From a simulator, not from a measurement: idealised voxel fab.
process module | voxel capacitor over wiring
cross-section cut | 185 nm wide | cells 5 nm
A cross-section is a grid of square cells, given in bands from the top down. A band is one or more rows of cells.
Each band's line starts with the height of the band's top and of its bottom, in nm. Then come its materials from left to right, each with its width in nm. One material with "throughout" fills the band from edge to edge. "air" is empty space.
Height 0 is the level under which the wafer as received is all one material. The lowest band goes on downwards, as in "0 down".
A width such as "30 to 40" changes by the same amount from each row of cells to the next, from the band's top row to its bottom row.
"no change" after a step means that no cell of the cross-section changed.
closed voids: empty space of 8 cells or more with no open way to the top, each as width x height at its distance from the left edge, in nm
after a step's settings: what the simulator itself notes on the step
overlay nm, on a step with a mask: how far to the right of its planned place the mask lay; to the left if negative
plan
1 op RECEIVE | material Si
2 op CONFORMAL_DEP | material SiO2 | thk nm 10
3 op DIRECTIONAL_DEP | material TiN | thk nm 5
4 op DIRECTIONAL_DEP | material Ru | thk nm 15
5 op PATTERN | tone cover | mask id METAL_1 | material resist | width nm 20 | pitch nm 80 | thk nm 15 | overlay nm 0
6 op DIRECTIONAL_ETCH | etch materials Ru | depth nm 15
7 op DIRECTIONAL_ETCH | etch materials TiN | depth nm 5
8 op STRIP | etch materials resist
9 op FILL_DEP | material lowk | thk nm 10
10 op CMP | height nm 30
11 op CONFORMAL_DEP | material SiCN | thk nm 5
12 op DIRECTIONAL_DEP | material SiO2 | thk nm 10
13 op DIRECTIONAL_DEP | material aC | thk nm 10
14 op PATTERN | tone open | mask id PLUG_1 | material resist | width nm 15 | thk nm 30 | overlay nm 0
15 op DIRECTIONAL_ETCH | etch materials aC | depth nm 10
16 op STRIP | etch materials resist
17 op DIRECTIONAL_ETCH | etch materials SiO2 | depth nm 10
18 op DIRECTIONAL_ETCH | etch materials SiCN | depth nm 5
19 op STRIP | etch materials aC
20 op EPI | material Ru | thk nm 10
21 op EPI | material Ru | thk nm 5
22 op DIRECTIONAL_DEP | material TiN | thk nm 5
23 op DIRECTIONAL_DEP | material SiN | thk nm 5
24 op DIRECTIONAL_DEP | material TiN | thk nm 10
25 op DIRECTIONAL_DEP | material aC | thk nm 15
26 op PATTERN | tone cover | mask id UPPER_PLATE | material resist | width nm 65 | thk nm 30 | overlay nm 0
27 op DIRECTIONAL_ETCH | etch materials aC | depth nm 15
28 op STRIP | etch materials resist
29 op DIRECTIONAL_ETCH | etch materials TiN | depth nm 10
30 op DIRECTIONAL_ETCH | etch materials SiN | depth nm 5
31 op STRIP | etch materials aC
32 op PATTERN | tone cover | mask id LOWER_PLATE | material resist | width nm 75 | thk nm 15 | overlay nm 0
33 op DIRECTIONAL_ETCH | etch materials TiN | depth nm 5
34 op STRIP | etch materials resist
35 op FILL_DEP | material SiO2 | thk nm 20
36 op CMP | height nm 80
37 op PATTERN | tone open | mask id PLUG_2 | material resist | width nm 15 | thk nm 15 | overlay nm 0
38 op DIRECTIONAL_ETCH | etch materials SiO2 | depth nm 15
39 op STRIP | etch materials resist
40 op CONFORMAL_DEP | material TiN | thk nm 5
41 op FILL_DEP | material W | thk nm 5
42 op CMP | height nm 80
43 op CONFORMAL_DEP | material SiN | thk nm 5
as received, after step 1
  0 down: Si throughout
  closed voids: none
a wafer at the end: this start, this plan, one mistake
  85 to 80: SiN throughout
  80 to 75: SiO2 45 | SiN 65 | SiO2 75
  75 to 70: SiO2 40 | TiN 75 | SiO2 70
  70 to 55: Ru throughout
  55 to 45: TiN throughout
  45 to 35: SiO2 throughout
  35 to 30: SiCN throughout
  30 to 15: lowk 40 | Ru 20 | lowk 60 | Ru 20 | lowk 45
  15 to 10: lowk 40 | TiN 20 | lowk 60 | TiN 20 | lowk 45
  10 to 0: SiO2 throughout
  0 down: Si throughout
  closed voids: none
what went wrong: step 13 ran as: op DIRECTIONAL_DEP | material TiN | thk nm 10
